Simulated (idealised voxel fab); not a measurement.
Process module under the name voxel self aligned contacts
Pictured: cross-section cut, 235 nm wide, on a grid of 5 nm square cells.
Format of a cross-section: grid, square cells. Given as bands. Order: top down. Band: one or more rows of cells.
The entry gives the band's vertical extent as a top height and a bottom height in nm, then its horizontal make-up as materials from left to right, each with a width in nm. "empty" stands for empty space; a single material marked "throughout" fills the band edge to edge.
The level at which height equals 0 is the one under which the wafer, as it arrives, is entirely one material. No lower edge exists for the bottom band, which continues downward and is notated as in "0 -> down".
So if you see something like "30->40" for the width, read it as the top row of the band sitting at the first number and the bottom row at the second, with every row in between moving by the same amount as the last.
"remained the same" for a step: no cell of the cross-section changed in that step.
"Enclosed void list" means: voids of 8 cells or more that are shut off from the top with no open way through. Written width x height at distance, distance from the left edge, in nm.
Formally, on a step line, whatever follows the settings is a remark that the simulator itself makes on the step.
overlay nm: mask right of planned place by this much (step with mask). Neg. = left.
Guide to the pairs. Each holds a before and an after cross-section around one process step; the after cross-section is cut off at the lowest band that changed. Look under the pair for the step between them and its settings. Pairs can come from different runs of this module on the same starting wafer, so a pair follows on from the one above it only where its entry headed "Cross-section, before" says it does.
Cross-section, before
	0 -> down = Si throughout
	Enclosed void list: none
after
	0 -> -5 = SiO2 throughout
	Nothing below the height -5 has changed.
	Enclosed void list: none
The two cross-sections above bracket this step: OXIDIZE [depth nm 5]
Cross-section, before: starting point is the after cross-section of the pair just above.
after
	20 -> 0 = polySi throughout
	Nothing below the height 0 has changed.
	Enclosed void list: none
The two cross-sections above bracket this step: DIRECTIONAL_DEP [material polySi] [thk nm 20]
Cross-section, before: starting point is the after cross-section of the pair just above.
after
	35 -> 20 = SiN throughout
	Nothing below the height 20 has changed.
	Enclosed void list: none
The two cross-sections above bracket this step: DIRECTIONAL_DEP [material SiN] [thk nm 15]
Cross-section, before: starting point is the after cross-section of the pair just above.
after
	50 -> 35 = aC throughout
	Nothing below the height 35 has changed.
	Enclosed void list: none
The two cross-sections above bracket this step: DIRECTIONAL_DEP [material aC] [thk nm 15]
Cross-section, before: starting point is the after cross-section of the pair just above.
after
	80 -> 50 = 70 empty, 35 resist, 25 empty, 35 resist, 70 empty
	Nothing below the height 50 has changed.
	Enclosed void list: none
The two cross-sections above bracket this step: PATTERN [tone cover] [mask id GATE] [material resist] [width nm 35] [pitch nm 60] [thk nm 30] [overlay nm 0]
Cross-section, before: starting point is the after cross-section of the pair just above.
after
	65 -> 50 = 70 empty, 35 resist, 25 empty, 35 resist, 70 empty
	50 -> 35 = 70 empty, 35 aC, 25 empty, 35 aC, 70 empty
	Nothing below the height 35 has changed.
	Enclosed void list: none
The two cross-sections above bracket this step: DIRECTIONAL_ETCH [etch materials aC] [depth nm 15]
Cross-section, before: starting point is the after cross-section of the pair just above.
after
	50 -> 35 = 70 empty, 35 aC, 25 empty, 35 aC, 70 empty
	Nothing below the height 35 has changed.
	Enclosed void list: none
The two cross-sections above bracket this step: STRIP [etch materials resist]
Cross-section, before: starting point is the after cross-section of the pair just above.
after
	50 -> 35 = 70 empty, 35 aC, 25 empty, 35 aC, 70 empty
	35 -> 20 = 70 empty, 35 SiN, 25 empty, 35 SiN, 70 empty
	Nothing below the height 20 has changed.
	Enclosed void list: none
The two cross-sections above bracket this step: DIRECTIONAL_ETCH [etch materials SiN] [depth nm 15]
Cross-section, before: starting point is the after cross-section of the pair just above.
after
	50 -> 35 = 70 empty, 35 aC, 25 empty, 35 aC, 70 empty
	35 -> 20 = 70 empty, 35 SiN, 25 empty, 35 SiN, 70 empty
	20 -> 0 = 70 empty, 35 polySi, 25 empty, 35 polySi, 70 empty
	Nothing below the height 0 has changed.
	Enclosed void list: none
The two cross-sections above bracket this step: DIRECTIONAL_ETCH [etch materials polySi] [depth nm 20]
Cross-section, before: starting point is the after cross-section of the pair just above.
after
	35 -> 20 = 70 empty, 35 SiN, 25 empty, 35 SiN, 70 empty
	Nothing below the height 20 has changed.
	Enclosed void list: none
The two cross-sections above bracket this step: STRIP [etch materials aC]
Cross-section, before: starting point is the after cross-section of the pair just above.
after
	40 -> 20 = 65 empty, 45 SiN, 15 empty, 45 SiN, 65 empty
	20 -> 5 = 65 empty, 5 SiN, 35 polySi, 5 SiN, 15 empty, 5 SiN, 35 polySi, 5 SiN, 65 empty
	5 -> 0 = 70 SiN, 35 polySi, 25 SiN, 35 polySi, 70 SiN
	Nothing below the height 0 has changed.
	Enclosed void list: none
The two cross-sections above bracket this step: CONFORMAL_DEP [material SiN] [thk nm 5]
Cross-section, before: starting point is the after cross-section of the pair just above.
after
	35 -> 20 = 65 empty, 45 SiN, 15 empty, 45 SiN, 65 empty
	20 -> 0 = 65 empty, 5 SiN, 35 polySi, 5 SiN, 15 empty, 5 SiN, 35 polySi, 5 SiN, 65 empty
	Nothing below the height 0 has changed.
	Enclosed void list: none
The two cross-sections above bracket this step: DIRECTIONAL_ETCH [etch materials SiN] [depth nm 5]
Cross-section, before: starting point is the after cross-section of the pair just above.
after
	45 -> 35 = SiO2 throughout
	35 -> 20 = 65 SiO2, 45 SiN, 15 SiO2, 45 SiN, 65 SiO2
	20 -> 0 = 65 SiO2, 5 SiN, 35 polySi, 5 SiN, 15 SiO2, 5 SiN, 35 polySi, 5 SiN, 65 SiO2
	Nothing below the height 0 has changed.
	Enclosed void list: none
The two cross-sections above bracket this step: FILL_DEP [material SiO2] [thk nm 10]
Cross-section, before: starting point is the after cross-section of the pair just above.
after
	40 -> 35 = SiO2 throughout
	Nothing below the height 35 has changed.
	Enclosed void list: none
The two cross-sections above bracket this step: CMP [height nm 40]
Cross-section, before: starting point is the after cross-section of the pair just above.
after
	50 -> 40 = aC throughout
	Nothing below the height 40 has changed.
	Enclosed void list: none
The two cross-sections above bracket this step: DIRECTIONAL_DEP [material aC] [thk nm 10]
Cross-section, before: starting point is the after cross-section of the pair just above.
after
	80 -> 50 = 100 resist, 35 empty, 100 resist
	Nothing below the height 50 has changed.
	Enclosed void list: none
The two cross-sections above bracket this step: PATTERN [tone open] [mask id CONTACT] [material resist] [width nm 35] [thk nm 30] [overlay nm 0]
Cross-section, before: starting point is the after cross-section of the pair just above.
after
	70 -> 50 = 100 resist, 35 empty, 100 resist
	50 -> 40 = 100 aC, 35 empty, 100 aC
	Nothing below the height 40 has changed.
	Enclosed void list: none
The two cross-sections above bracket this step: DIRECTIONAL_ETCH [etch materials aC] [depth nm 10]
Cross-section, before: starting point is the after cross-section of the pair just above.
after
	50 -> 40 = 100 aC, 35 empty, 100 aC
	Nothing below the height 40 has changed.
	Enclosed void list: none
The two cross-sections above bracket this step: STRIP [etch materials resist]
Cross-section, before: starting point is the after cross-section of the pair just above.
after
	50 -> 40 = 100 aC, 35 empty, 100 aC
	40 -> 35 = 100 SiO2, 35 empty, 100 SiO2
	35 -> 20 = 65 SiO2, 45 SiN, 15 empty, 45 SiN, 65 SiO2
	20 -> 0 = 65 SiO2, 5 SiN, 35 polySi, 5 SiN, 15 empty, 5 SiN, 35 polySi, 5 SiN, 65 SiO2
	0 -> -5 = 110 SiO2, 15 empty, 110 SiO2
	Nothing below the height -5 has changed.
	Enclosed void list: none
The two cross-sections above bracket this step: DIRECTIONAL_ETCH [etch materials SiO2] [depth nm 45]
Cross-section, before: starting point is the after cross-section of the pair just above.
after
	40 -> 35 = 100 SiO2, 35 empty, 100 SiO2
	Nothing below the height 35 has changed.
	Enclosed void list: none
The two cross-sections above bracket this step: STRIP [etch materials aC]
Cross-section, before: starting point is the after cross-section of the pair just above.
after
	45 -> 40 = 105 TiN, 25 empty, 105 TiN
	40 -> 35 = 100 SiO2, 15 TiN, 5 empty, 15 TiN, 100 SiO2
	35 -> 20 = 65 SiO2, 45 SiN, 5 TiN, 5 empty, 5 TiN, 45 SiN, 65 SiO2
	20 -> 0 = 65 SiO2, 5 SiN, 35 polySi, 5 SiN, 5 TiN, 5 empty, 5 TiN, 5 SiN, 35 polySi, 5 SiN, 65 SiO2
	0 -> -5 = 110 SiO2, 15 TiN, 110 SiO2
	Nothing below the height -5 has changed.
	Enclosed void list: none
The two cross-sections above bracket this step: CONFORMAL_DEP [material TiN] [thk nm 5]
Cross-section, before: starting point is the after cross-section of the pair just above.
after
	55 -> 45 = Ru throughout
	45 -> 40 = 105 TiN, 25 Ru, 105 TiN
	40 -> 35 = 100 SiO2, 15 TiN, 5 Ru, 15 TiN, 100 SiO2
	35 -> 20 = 65 SiO2, 45 SiN, 5 TiN, 5 Ru, 5 TiN, 45 SiN, 65 SiO2
	20 -> 0 = 65 SiO2, 5 SiN, 35 polySi, 5 SiN, 5 TiN, 5 Ru, 5 TiN, 5 SiN, 35 polySi, 5 SiN, 65 SiO2
	Nothing below the height 0 has changed.
	Enclosed void list: none
The two cross-sections above bracket this step: FILL_DEP [material Ru] [thk nm 10]
Cross-section, before: starting point is the after cross-section of the pair just above.
after
	40 -> 35 = 100 SiO2, 15 TiN, 5 Ru, 15 TiN, 100 SiO2
	Nothing below the height 35 has changed.
	Enclosed void list: none
The two cross-sections above bracket this step: CMP [height nm 40]
Cross-section, before: starting point is the after cross-section of the pair just above.
after
	45 -> 40 = SiN throughout
	Nothing below the height 40 has changed.
	Enclosed void list: none
The two cross-sections above bracket this step: CONFORMAL_DEP [material SiN] [thk nm 5]
Cross-section, before
	35 -> 20 = 70 empty, 35 SiN, 25 empty, 35 SiN, 70 empty
	20 -> 0 = 70 empty, 35 polySi, 25 empty, 35 polySi, 70 empty
	0 -> -5 = SiO2 throughout
	-5 -> down = Si throughout
	Enclosed void list: none
after
	30 -> 20 = 70 empty, 35 SiN, 25 empty, 35 SiN, 70 empty
	Nothing below the height 20 has changed.
	Enclosed void list: none
The two cross-sections above bracket this step: DIRECTIONAL_ETCH [etch materials SiN] [depth nm 5]
Cross-section, before: starting point is the after cross-section of the pair just above.
after
	40 -> 30 = SiO2 throughout
	30 -> 20 = 70 SiO2, 35 SiN, 25 SiO2, 35 SiN, 70 SiO2
	20 -> 0 = 70 SiO2, 35 polySi, 25 SiO2, 35 polySi, 70 SiO2
	Nothing below the height 0 has changed.
	Enclosed void list: none
The two cross-sections above bracket this step: FILL_DEP [material SiO2] [thk nm 10]
Cross-section, before: starting point is the after cross-section of the pair just above.
after
	50 -> 40 = aC throughout
	Nothing below the height 40 has changed.
	Enclosed void list: none
The two cross-sections above bracket this step: DIRECTIONAL_DEP [material aC] [thk nm 10]
Cross-section, before: starting point is the after cross-section of the pair just above.
after
	80 -> 50 = 100 resist, 35 empty, 100 resist
	Nothing below the height 50 has changed.
	Enclosed void list: none
The two cross-sections above bracket this step: PATTERN [tone open] [mask id CONTACT] [material resist] [width nm 35] [thk nm 30] [overlay nm 0]
Cross-section, before: starting point is the after cross-section of the pair just above.
after
	70 -> 50 = 100 resist, 35 empty, 100 resist
	50 -> 40 = 100 aC, 35 empty, 100 aC
	Nothing below the height 40 has changed.
	Enclosed void list: none
The two cross-sections above bracket this step: DIRECTIONAL_ETCH [etch materials aC] [depth nm 10]
Cross-section, before: starting point is the after cross-section of the pair just above.
after
	50 -> 40 = 100 aC, 35 empty, 100 aC
	Nothing below the height 40 has changed.
	Enclosed void list: none
The two cross-sections above bracket this step: STRIP [etch materials resist]
Cross-section, before: starting point is the after cross-section of the pair just above.
after
	50 -> 40 = 100 aC, 35 empty, 100 aC
	40 -> 30 = 100 SiO2, 35 empty, 100 SiO2
	30 -> 20 = 70 SiO2, 35 SiN, 25 empty, 35 SiN, 70 SiO2
	20 -> 0 = 70 SiO2, 35 polySi, 25 empty, 35 polySi, 70 SiO2
	0 -> -5 = 105 SiO2, 25 empty, 105 SiO2
	Nothing below the height -5 has changed.
	Enclosed void list: none
The two cross-sections above bracket this step: DIRECTIONAL_ETCH [etch materials SiO2] [depth nm 45]
Cross-section, before: starting point is the after cross-section of the pair just above.
after
	40 -> 30 = 100 SiO2, 35 empty, 100 SiO2
	Nothing below the height 30 has changed.
	Enclosed void list: none
The two cross-sections above bracket this step: STRIP [etch materials aC]
Cross-section, before: starting point is the after cross-section of the pair just above.
after
	45 -> 40 = 105 TiN, 25 empty, 105 TiN
	40 -> 30 = 100 SiO2, 5->10 TiN, 25->15 empty, 5->10 TiN, 100 SiO2
	30 -> 20 = 70 SiO2, 35 SiN, 5 TiN, 15 empty, 5 TiN, 35 SiN, 70 SiO2
	20 -> 0 = 70 SiO2, 35 polySi, 5 TiN, 15 empty, 5 TiN, 35 polySi, 70 SiO2
	0 -> -5 = 105 SiO2, 25 TiN, 105 SiO2
	Nothing below the height -5 has changed.
	Enclosed void list: none
The two cross-sections above bracket this step: CONFORMAL_DEP [material TiN] [thk nm 5]
Cross-section, before: starting point is the after cross-section of the pair just above.
after
	55 -> 45 = Ru throughout
	45 -> 40 = 105 TiN, 25 Ru, 105 TiN
	40 -> 30 = 100 SiO2, 5->10 TiN, 25->15 Ru, 5->10 TiN, 100 SiO2
	30 -> 20 = 70 SiO2, 35 SiN, 5 TiN, 15 Ru, 5 TiN, 35 SiN, 70 SiO2
	20 -> 0 = 70 SiO2, 35 polySi, 5 TiN, 15 Ru, 5 TiN, 35 polySi, 70 SiO2
	Nothing below the height 0 has changed.
	Enclosed void list: none
The two cross-sections above bracket this step: FILL_DEP [material Ru] [thk nm 10]
Cross-section, before: starting point is the after cross-section of the pair just above.
after
	40 -> 30 = 100 SiO2, 5->10 TiN, 25->15 Ru, 5->10 TiN, 100 SiO2
	Nothing below the height 30 has changed.
	Enclosed void list: none
The two cross-sections above bracket this step: CMP [height nm 40]
Cross-section, before: starting point is the after cross-section of the pair just above.
after
	45 -> 40 = SiN throughout
	Nothing below the height 40 has changed.
	Enclosed void list: none
The two cross-sections above bracket this step: CONFORMAL_DEP [material SiN] [thk nm 5]
Cross-section, before
	35 -> 20 = SiN throughout
	20 -> 0 = polySi throughout
	0 -> -5 = SiO2 throughout
	-5 -> down = Si throughout
	Enclosed void list: none
after
	50 -> 20 = SiN throughout
	Nothing below the height 20 has changed.
	Enclosed void list: none
The two cross-sections above bracket this step: DIRECTIONAL_DEP [material SiN] [thk nm 15]
Cross-section, before: starting point is the after cross-section of the pair just above.
after
	65 -> 50 = aC throughout
	Nothing below the height 50 has changed.
	Enclosed void list: none
The two cross-sections above bracket this step: DIRECTIONAL_DEP [material aC] [thk nm 15]
Cross-section, before: starting point is the after cross-section of the pair just above.
after
	95 -> 65 = 70 empty, 35 resist, 25 empty, 35 resist, 70 empty
	Nothing below the height 65 has changed.
	Enclosed void list: none
The two cross-sections above bracket this step: PATTERN [tone cover] [mask id GATE] [material resist] [width nm 35] [pitch nm 60] [thk nm 30] [overlay nm 0]
Cross-section, before: starting point is the after cross-section of the pair just above.
after
	80 -> 65 = 70 empty, 35 resist, 25 empty, 35 resist, 70 empty
	65 -> 50 = 70 empty, 35 aC, 25 empty, 35 aC, 70 empty
	Nothing below the height 50 has changed.
	Enclosed void list: none
The two cross-sections above bracket this step: DIRECTIONAL_ETCH [etch materials aC] [depth nm 15]
Cross-section, before: starting point is the after cross-section of the pair just above.
after
	65 -> 50 = 70 empty, 35 aC, 25 empty, 35 aC, 70 empty
	Nothing below the height 50 has changed.
	Enclosed void list: none
The two cross-sections above bracket this step: STRIP [etch materials resist]
Cross-section, before: starting point is the after cross-section of the pair just above.
after
	65 -> 50 = 70 empty, 35 aC, 25 empty, 35 aC, 70 empty
	50 -> 35 = 70 empty, 35 SiN, 25 empty, 35 SiN, 70 empty
	Nothing below the height 35 has changed.
	Enclosed void list: none
The two cross-sections above bracket this step: DIRECTIONAL_ETCH [etch materials SiN] [depth nm 15]
Cross-section, before: starting point is the after cross-section of the pair just above.
after
	50 -> 35 = 70 empty, 35 SiN, 25 empty, 35 SiN, 70 empty
	Nothing below the height 35 has changed.
	Enclosed void list: none
The two cross-sections above bracket this step: STRIP [etch materials aC]
Cross-section, before: starting point is the after cross-section of the pair just above.
after
	55 -> 40 = 65 empty, 45 SiN, 15 empty, 45 SiN, 65 empty
	40 -> 20 = SiN throughout
	Nothing below the height 20 has changed.
	Enclosed void list: none
The two cross-sections above bracket this step: CONFORMAL_DEP [material SiN] [thk nm 5]
Cross-section, before: starting point is the after cross-section of the pair just above.
after
	50 -> 35 = 65 empty, 45 SiN, 15 empty, 45 SiN, 65 empty
	Nothing below the height 35 has changed.
	Enclosed void list: none
The two cross-sections above bracket this step: DIRECTIONAL_ETCH [etch materials SiN] [depth nm 5]
Cross-section, before: starting point is the after cross-section of the pair just above.
after
	60 -> 50 = SiO2 throughout
	50 -> 35 = 65 SiO2, 45 SiN, 15 SiO2, 45 SiN, 65 SiO2
	Nothing below the height 35 has changed.
	Enclosed void list: none
The two cross-sections above bracket this step: FILL_DEP [material SiO2] [thk nm 10]
Cross-section, before: starting point is the after cross-section of the pair just above.
after
	40 -> 35 = 65 SiO2, 45 SiN, 15 SiO2, 45 SiN, 65 SiO2
	Nothing below the height 35 has changed.
	Enclosed void list: none
The two cross-sections above bracket this step: CMP [height nm 40]
Cross-section, before: starting point is the after cross-section of the pair just above.
after
	50 -> 40 = aC throughout
	Nothing below the height 40 has changed.
	Enclosed void list: none
The two cross-sections above bracket this step: DIRECTIONAL_DEP [material aC] [thk nm 10]
Cross-section, before: starting point is the after cross-section of the pair just above.
after
	80 -> 50 = 100 resist, 35 empty, 100 resist
	Nothing below the height 50 has changed.
	Enclosed void list: none
The two cross-sections above bracket this step: PATTERN [tone open] [mask id CONTACT] [material resist] [width nm 35] [thk nm 30] [overlay nm 0]
Cross-section, before: starting point is the after cross-section of the pair just above.
after
	70 -> 50 = 100 resist, 35 empty, 100 resist
	50 -> 40 = 100 aC, 35 empty, 100 aC
	Nothing below the height 40 has changed.
	Enclosed void list: none
The two cross-sections above bracket this step: DIRECTIONAL_ETCH [etch materials aC] [depth nm 10]
Cross-section, before: starting point is the after cross-section of the pair just above.
after
	50 -> 40 = 100 aC, 35 empty, 100 aC
	Nothing below the height 40 has changed.
	Enclosed void list: none
The two cross-sections above bracket this step: STRIP [etch materials resist]
Cross-section, before: starting point is the after cross-section of the pair just above.
after
	50 -> 40 = 100 aC, 35 empty, 100 aC
	40 -> 35 = 65 SiO2, 45 SiN, 15 empty, 45 SiN, 65 SiO2
	Nothing below the height 35 has changed.
	Enclosed void list: none
The two cross-sections above bracket this step: DIRECTIONAL_ETCH [etch materials SiO2] [depth nm 45]
Cross-section, before: starting point is the after cross-section of the pair just above.
after
	40 -> 35 = 65 SiO2, 45 SiN, 15 empty, 45 SiN, 65 SiO2
	Nothing below the height 35 has changed.
	Enclosed void list: none
The two cross-sections above bracket this step: STRIP [etch materials aC]
Cross-section, before: starting point is the after cross-section of the pair just above.
after
	45 -> 40 = 115 TiN, 5 empty, 115 TiN
	40 -> 35 = 65 SiO2, 45 SiN, 15 TiN, 45 SiN, 65 SiO2
	Nothing below the height 35 has changed.
	Enclosed void list: none
The two cross-sections above bracket this step: CONFORMAL_DEP [material TiN] [thk nm 5]
Cross-section, before: starting point is the after cross-section of the pair just above.
after
	55 -> 45 = Ru throughout
	45 -> 40 = 115 TiN, 5 Ru, 115 TiN
	Nothing below the height 40 has changed.
	Enclosed void list: none
The two cross-sections above bracket this step: FILL_DEP [material Ru] [thk nm 10]
Cross-section, before: starting point is the after cross-section of the pair just above.
after
	40 -> 35 = 65 SiO2, 45 SiN, 15 TiN, 45 SiN, 65 SiO2
	Nothing below the height 35 has changed.
	Enclosed void list: none
The two cross-sections above bracket this step: CMP [height nm 40]
Cross-section, before: starting point is the after cross-section of the pair just above.
after
	45 -> 40 = SiN throughout
	Nothing below the height 40 has changed.
	Enclosed void list: none
The two cross-sections above bracket this step: CONFORMAL_DEP [material SiN] [thk nm 5]
Cross-section, before
	0 -> -5 = SiO2 throughout
	-5 -> down = Si throughout
	Enclosed void list: none
after
	15 -> 0 = SiN throughout
	Nothing below the height 0 has changed.
	Enclosed void list: none
The two cross-sections above bracket this step: DIRECTIONAL_DEP [material SiN] [thk nm 15]
Cross-section, before: starting point is the after cross-section of the pair just above.
after
	35 -> 15 = polySi throughout
	Nothing below the height 15 has changed.
	Enclosed void list: none
The two cross-sections above bracket this step: DIRECTIONAL_DEP [material polySi] [thk nm 20]
Cross-section, before: starting point is the after cross-section of the pair just above.
after
	50 -> 35 = aC throughout
	Nothing below the height 35 has changed.
	Enclosed void list: none
The two cross-sections above bracket this step: DIRECTIONAL_DEP [material aC] [thk nm 15]
Cross-section, before: starting point is the after cross-section of the pair just above.
after
	80 -> 50 = 70 empty, 35 resist, 25 empty, 35 resist, 70 empty
	Nothing below the height 50 has changed.
	Enclosed void list: none
The two cross-sections above bracket this step: PATTERN [tone cover] [mask id GATE] [material resist] [width nm 35] [pitch nm 60] [thk nm 30] [overlay nm 0]
Cross-section, before: starting point is the after cross-section of the pair just above.
after
	65 -> 50 = 70 empty, 35 resist, 25 empty, 35 resist, 70 empty
	50 -> 35 = 70 empty, 35 aC, 25 empty, 35 aC, 70 empty
	Nothing below the height 35 has changed.
	Enclosed void list: none
The two cross-sections above bracket this step: DIRECTIONAL_ETCH [etch materials aC] [depth nm 15]
Cross-section, before: starting point is the after cross-section of the pair just above.
after
	50 -> 35 = 70 empty, 35 aC, 25 empty, 35 aC, 70 empty
	Nothing below the height 35 has changed.
	Enclosed void list: none
The two cross-sections above bracket this step: STRIP [etch materials resist]
Cross-section, before: starting point is the after cross-section of the pair just above.
after
	50 -> 35 = 70 empty, 35 aC, 25 empty, 35 aC, 70 empty
	35 -> 15 = 70 empty, 35 polySi, 25 empty, 35 polySi, 70 empty
	Nothing below the height 15 has changed.
	Enclosed void list: none
The two cross-sections above bracket this step: DIRECTIONAL_ETCH [etch materials polySi] [depth nm 20]
Cross-section, before: starting point is the after cross-section of the pair just above.
after
	35 -> 15 = 70 empty, 35 polySi, 25 empty, 35 polySi, 70 empty
	Nothing below the height 15 has changed.
	Enclosed void list: none
The two cross-sections above bracket this step: STRIP [etch materials aC]
Cross-section, before: starting point is the after cross-section of the pair just above.
after
	40 -> 35 = 65 empty, 45 SiN, 15 empty, 45 SiN, 65 empty
	35 -> 20 = 65 empty, 5 SiN, 35 polySi, 5 SiN, 15 empty, 5 SiN, 35 polySi, 5 SiN, 65 empty
	20 -> 15 = 70 SiN, 35 polySi, 25 SiN, 35 polySi, 70 SiN
	Nothing below the height 15 has changed.
	Enclosed void list: none
The two cross-sections above bracket this step: CONFORMAL_DEP [material SiN] [thk nm 5]
Cross-section, before: starting point is the after cross-section of the pair just above.
after
	35 -> 15 = 65 empty, 5 SiN, 35 polySi, 5 SiN, 15 empty, 5 SiN, 35 polySi, 5 SiN, 65 empty
	Nothing below the height 15 has changed.
	Enclosed void list: none
The two cross-sections above bracket this step: DIRECTIONAL_ETCH [etch materials SiN] [depth nm 5]
Cross-section, before: starting point is the after cross-section of the pair just above.
after
	45 -> 35 = SiO2 throughout
	35 -> 15 = 65 SiO2, 5 SiN, 35 polySi, 5 SiN, 15 SiO2, 5 SiN, 35 polySi, 5 SiN, 65 SiO2
	Nothing below the height 15 has changed.
	Enclosed void list: none
The two cross-sections above bracket this step: FILL_DEP [material SiO2] [thk nm 10]
Cross-section, before: starting point is the after cross-section of the pair just above.
after
	40 -> 35 = SiO2 throughout
	Nothing below the height 35 has changed.
	Enclosed void list: none
The two cross-sections above bracket this step: CMP [height nm 40]
Cross-section, before: starting point is the after cross-section of the pair just above.
after
	50 -> 40 = aC throughout
	Nothing below the height 40 has changed.
	Enclosed void list: none
The two cross-sections above bracket this step: DIRECTIONAL_DEP [material aC] [thk nm 10]
Cross-section, before: starting point is the after cross-section of the pair just above.
after
	80 -> 50 = 100 resist, 35 empty, 100 resist
	Nothing below the height 50 has changed.
	Enclosed void list: none
The two cross-sections above bracket this step: PATTERN [tone open] [mask id CONTACT] [material resist] [width nm 35] [thk nm 30] [overlay nm 0]
Cross-section, before: starting point is the after cross-section of the pair just above.
after
	70 -> 50 = 100 resist, 35 empty, 100 resist
	50 -> 40 = 100 aC, 35 empty, 100 aC
	Nothing below the height 40 has changed.
	Enclosed void list: none
The two cross-sections above bracket this step: DIRECTIONAL_ETCH [etch materials aC] [depth nm 10]
Cross-section, before: starting point is the after cross-section of the pair just above.
after
	50 -> 40 = 100 aC, 35 empty, 100 aC
	Nothing below the height 40 has changed.
	Enclosed void list: none
The two cross-sections above bracket this step: STRIP [etch materials resist]
Cross-section, before: starting point is the after cross-section of the pair just above.
after
	50 -> 40 = 100 aC, 35 empty, 100 aC
	40 -> 35 = 100 SiO2, 35 empty, 100 SiO2
	35 -> 15 = 65 SiO2, 5 SiN, 35 polySi, 5 SiN, 15 empty, 5 SiN, 35 polySi, 5 SiN, 65 SiO2
	Nothing below the height 15 has changed.
	Enclosed void list: none
The two cross-sections above bracket this step: DIRECTIONAL_ETCH [etch materials SiO2] [depth nm 45]
Cross-section, before: starting point is the after cross-section of the pair just above.
after
	40 -> 35 = 100 SiO2, 35 empty, 100 SiO2
	Nothing below the height 35 has changed.
	Enclosed void list: none
The two cross-sections above bracket this step: STRIP [etch materials aC]
Cross-section, before: starting point is the after cross-section of the pair just above.
after
	45 -> 40 = 105 TiN, 25 empty, 105 TiN
	40 -> 35 = 100 SiO2, 15 TiN, 5 empty, 15 TiN, 100 SiO2
	35 -> 20 = 65 SiO2, 5 SiN, 35 polySi, 5 SiN, 5 TiN, 5 empty, 5 TiN, 5 SiN, 35 polySi, 5 SiN, 65 SiO2
	20 -> 15 = 65 SiO2, 5 SiN, 35 polySi, 5 SiN, 15 TiN, 5 SiN, 35 polySi, 5 SiN, 65 SiO2
	Nothing below the height 15 has changed.
	Enclosed void list: none
The two cross-sections above bracket this step: CONFORMAL_DEP [material TiN] [thk nm 5]
Cross-section, before: starting point is the after cross-section of the pair just above.
after
	55 -> 45 = Ru throughout
	45 -> 40 = 105 TiN, 25 Ru, 105 TiN
	40 -> 35 = 100 SiO2, 15 TiN, 5 Ru, 15 TiN, 100 SiO2
	35 -> 20 = 65 SiO2, 5 SiN, 35 polySi, 5 SiN, 5 TiN, 5 Ru, 5 TiN, 5 SiN, 35 polySi, 5 SiN, 65 SiO2
	Nothing below the height 20 has changed.
	Enclosed void list: none
The two cross-sections above bracket this step: FILL_DEP [material Ru] [thk nm 10]
Cross-section, before: starting point is the after cross-section of the pair just above.
after
	40 -> 35 = 100 SiO2, 15 TiN, 5 Ru, 15 TiN, 100 SiO2
	Nothing below the height 35 has changed.
	Enclosed void list: none
The two cross-sections above bracket this step: CMP [height nm 40]
Cross-section, before: starting point is the after cross-section of the pair just above.
after
	45 -> 40 = SiN throughout
	Nothing below the height 40 has changed.
	Enclosed void list: none
The two cross-sections above bracket this step: CONFORMAL_DEP [material SiN] [thk nm 5]
Cross-section, before
	45 -> 35 = SiO2 throughout
	35 -> 20 = 65 SiO2, 45 SiN, 15 SiO2, 45 SiN, 65 SiO2
	20 -> 0 = 65 SiO2, 5 SiN, 35 polySi, 5 SiN, 15 SiO2, 5 SiN, 35 polySi, 5 SiN, 65 SiO2
	0 -> -5 = SiO2 throughout
	-5 -> down = Si throughout
	Enclosed void list: none
after
	30 -> 20 = 65 SiO2, 45 SiN, 15 SiO2, 45 SiN, 65 SiO2
	Nothing below the height 20 has changed.
	Enclosed void list: none
The two cross-sections above bracket this step: CMP [height nm 30]
Cross-section, before: starting point is the after cross-section of the pair just above.
after
	40 -> 30 = aC throughout
	Nothing below the height 30 has changed.
	Enclosed void list: none
The two cross-sections above bracket this step: DIRECTIONAL_DEP [material aC] [thk nm 10]
Cross-section, before: starting point is the after cross-section of the pair just above.
after
	70 -> 40 = 100 resist, 35 empty, 100 resist
	Nothing below the height 40 has changed.
	Enclosed void list: none
The two cross-sections above bracket this step: PATTERN [tone open] [mask id CONTACT] [material resist] [width nm 35] [thk nm 30] [overlay nm 0]
Cross-section, before: starting point is the after cross-section of the pair just above.
after
	60 -> 40 = 100 resist, 35 empty, 100 resist
	40 -> 30 = 100 aC, 35 empty, 100 aC
	Nothing below the height 30 has changed.
	Enclosed void list: none
The two cross-sections above bracket this step: DIRECTIONAL_ETCH [etch materials aC] [depth nm 10]
Cross-section, before: starting point is the after cross-section of the pair just above.
after
	40 -> 30 = 100 aC, 35 empty, 100 aC
	Nothing below the height 30 has changed.
	Enclosed void list: none
The two cross-sections above bracket this step: STRIP [etch materials resist]
Cross-section, before: starting point is the after cross-section of the pair just above.
after
	40 -> 30 = 100 aC, 35 empty, 100 aC
	30 -> 20 = 65 SiO2, 45 SiN, 15 empty, 45 SiN, 65 SiO2
	20 -> 0 = 65 SiO2, 5 SiN, 35 polySi, 5 SiN, 15 empty, 5 SiN, 35 polySi, 5 SiN, 65 SiO2
	0 -> -5 = 110 SiO2, 15 empty, 110 SiO2
	Nothing below the height -5 has changed.
	Enclosed void list: none
The two cross-sections above bracket this step: DIRECTIONAL_ETCH [etch materials SiO2] [depth nm 45]
Cross-section, before: starting point is the after cross-section of the pair just above.
after
	30 -> 20 = 65 SiO2, 45 SiN, 15 empty, 45 SiN, 65 SiO2
	Nothing below the height 20 has changed.
	Enclosed void list: none
The two cross-sections above bracket this step: STRIP [etch materials aC]
Cross-section, before: starting point is the after cross-section of the pair just above.
after
	35 -> 30 = 115 TiN, 5 empty, 115 TiN
	30 -> 20 = 65 SiO2, 45 SiN, 5 TiN, 5 empty, 5 TiN, 45 SiN, 65 SiO2
	20 -> 0 = 65 SiO2, 5 SiN, 35 polySi, 5 SiN, 5 TiN, 5 empty, 5 TiN, 5 SiN, 35 polySi, 5 SiN, 65 SiO2
	0 -> -5 = 110 SiO2, 15 TiN, 110 SiO2
	Nothing below the height -5 has changed.
	Enclosed void list: none
The two cross-sections above bracket this step: CONFORMAL_DEP [material TiN] [thk nm 5]
Cross-section, before: starting point is the after cross-section of the pair just above.
after
	45 -> 35 = Ru throughout
	35 -> 30 = 115 TiN, 5 Ru, 115 TiN
	30 -> 20 = 65 SiO2, 45 SiN, 5 TiN, 5 Ru, 5 TiN, 45 SiN, 65 SiO2
	20 -> 0 = 65 SiO2, 5 SiN, 35 polySi, 5 SiN, 5 TiN, 5 Ru, 5 TiN, 5 SiN, 35 polySi, 5 SiN, 65 SiO2
	Nothing below the height 0 has changed.
	Enclosed void list: none
The two cross-sections above bracket this step: FILL_DEP [material Ru] [thk nm 10]
